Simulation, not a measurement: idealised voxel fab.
process module | voxel wiring stack
cross-section cut | 250 nm wide | cells 5 nm
A cross-section is a grid of square cells, given in bands from the top down. A band is one or more rows of cells.
Each band's line starts with the height of the band's top and of its bottom, in nm. Then come its materials from left to right, each with its width in nm. One material with "throughout" fills the band from edge to edge. "air" is empty space.
Height 0 is the level under which the wafer as received is all one material. The lowest band goes on downwards, as in "0 down".
A width such as "30 to 40" changes by the same amount from each row of cells to the next, from the band's top row to its bottom row.
"no change" after a step means that no cell of the cross-section changed.
closed voids: empty space of 8 cells or more with no open way to the top, each as width x height at its distance from the left edge, in nm
after a step's settings: what the simulator itself notes on the step
overlay nm, on a step with a mask: how far to the right of its planned place the mask lay; to the left if negative
plan
1 op RECEIVE | material Si
2 op CONFORMAL_DEP | material SiO2 | thk nm 10
3 op DIRECTIONAL_DEP | material TiN | thk nm 5
4 op DIRECTIONAL_DEP | material Ru | thk nm 20
5 op DIRECTIONAL_DEP | material aC | thk nm 15
6 op PATTERN | tone cover | mask id METAL_1 | material resist | width nm 30 | pitch nm 55 | thk nm 30 | overlay nm 0
7 op DIRECTIONAL_ETCH | etch materials aC | depth nm 15
8 op STRIP | etch materials resist
9 op DIRECTIONAL_ETCH | etch materials Ru | depth nm 20
10 op DIRECTIONAL_ETCH | etch materials TiN | depth nm 5
11 op STRIP | etch materials aC
12 op FILL_DEP | material SiO2 | thk nm 5
13 op CMP | height nm 35
14 op CONFORMAL_DEP | material SiCN | thk nm 5
15 op DIRECTIONAL_DEP | material SiO2 | thk nm 10
16 op PATTERN | tone open | mask id PLUG_1 | material resist | width nm 15 | pitch nm 55 | thk nm 15 | overlay nm 0
17 op DIRECTIONAL_ETCH | etch materials SiO2 | depth nm 10
18 op DIRECTIONAL_ETCH | etch materials SiCN | depth nm 5
19 op STRIP | etch materials resist
20 op CONFORMAL_DEP | material TiN | thk nm 5
21 op FILL_DEP | material W | thk nm 10
22 op CMP | height nm 50
23 op DIRECTIONAL_DEP | material TiN | thk nm 5
24 op DIRECTIONAL_DEP | material W | thk nm 20
25 op PATTERN | tone cover | mask id METAL_2 | material resist | width nm 30 | pitch nm 55 | thk nm 15 | overlay nm 0
26 op DIRECTIONAL_ETCH | etch materials W | depth nm 20
27 op DIRECTIONAL_ETCH | etch materials TiN | depth nm 5
28 op STRIP | etch materials resist
29 op CONFORMAL_DEP | material SiCN | thk nm 5
30 op FILL_DEP | material SiO2 | thk nm 10
31 op CMP | height nm 75
32 op CONFORMAL_DEP | material SiCN | thk nm 5
33 op DIRECTIONAL_DEP | material SiO2 | thk nm 30
34 op DIRECTIONAL_DEP | material aC | thk nm 10
35 op PATTERN | tone open | mask id METAL_3 | material resist | width nm 30 | pitch nm 55 | thk nm 25 | overlay nm 0
36 op DIRECTIONAL_ETCH | etch materials aC | depth nm 10
37 op STRIP | etch materials resist
38 op DIRECTIONAL_ETCH | etch materials SiO2 | depth nm 15
39 op STRIP | etch materials aC
40 op PATTERN | tone open | mask id METAL_3_HOLES | material resist | width nm 15 | pitch nm 55 | thk nm 15 | overlay nm 0
41 op DIRECTIONAL_ETCH | etch materials SiO2 | depth nm 15
42 op DIRECTIONAL_ETCH | etch materials SiCN | depth nm 5
43 op STRIP | etch materials resist
44 op CONFORMAL_DEP | material TiN | thk nm 5
45 op FILL_DEP | material Cu | thk nm 10
46 op CMP | height nm 110
47 op CONFORMAL_DEP | material SiCN | thk nm 5
as received, after step 1
  0 down: Si throughout
  closed voids: none
a wafer at the end: this start, this plan, one mistake
  115 to 110: SiCN throughout
  110 to 100: SiO2 55 | TiN 5 | Cu 20 | TiN 5 | SiO2 25 | TiN 5 | Cu 20 | TiN 5 | SiO2 25 | TiN 5 | Cu 20 | TiN 5 | SiO2 55
  100 to 95: SiO2 55 | TiN 5 | Cu 5 | TiN 20 | SiO2 25 | TiN 5 | Cu 5 | TiN 20 | SiO2 25 | TiN 5 | Cu 5 | TiN 20 | SiO2 55
  95 to 80: SiO2 55 | TiN 5 | Cu 5 | TiN 5 | SiO2 40 | TiN 5 | Cu 5 | TiN 5 | SiO2 40 | TiN 5 | Cu 5 | TiN 5 | SiO2 70
  80 to 75: SiCN 55 | TiN 15 | SiCN 40 | TiN 15 | SiCN 40 | TiN 15 | SiCN 70
  75 to 55: SiO2 40 | SiCN 5 | W 30 | SiCN 5 | SiO2 15 | SiCN 5 | W 30 | SiCN 5 | SiO2 15 | SiCN 5 | W 30 | SiCN 5 | SiO2 60
  55 to 50: SiCN 45 | TiN 30 | SiCN 25 | TiN 30 | SiCN 25 | TiN 30 | SiCN 65
  50 to 40: SiO2 55 | TiN 5 | W 5 | TiN 5 | SiO2 40 | TiN 5 | W 5 | TiN 5 | SiO2 40 | TiN 5 | W 5 | TiN 5 | SiO2 70
  40 to 35: SiCN 55 | TiN 15 | SiCN 40 | TiN 15 | SiCN 40 | TiN 15 | SiCN 70
  35 to 15: SiO2 55 | Ru 30 | SiO2 25 | Ru 30 | SiO2 25 | Ru 30 | SiO2 55
  15 to 10: SiO2 55 | TiN 30 | SiO2 25 | TiN 30 | SiO2 25 | TiN 30 | SiO2 55
  10 to 0: SiO2 throughout
  0 down: Si throughout
  closed voids: none
what went wrong: step 25 ran as: op PATTERN | tone cover | mask id METAL_2 | material resist | width nm 30 | pitch nm 55 | thk nm 15 | overlay nm -10
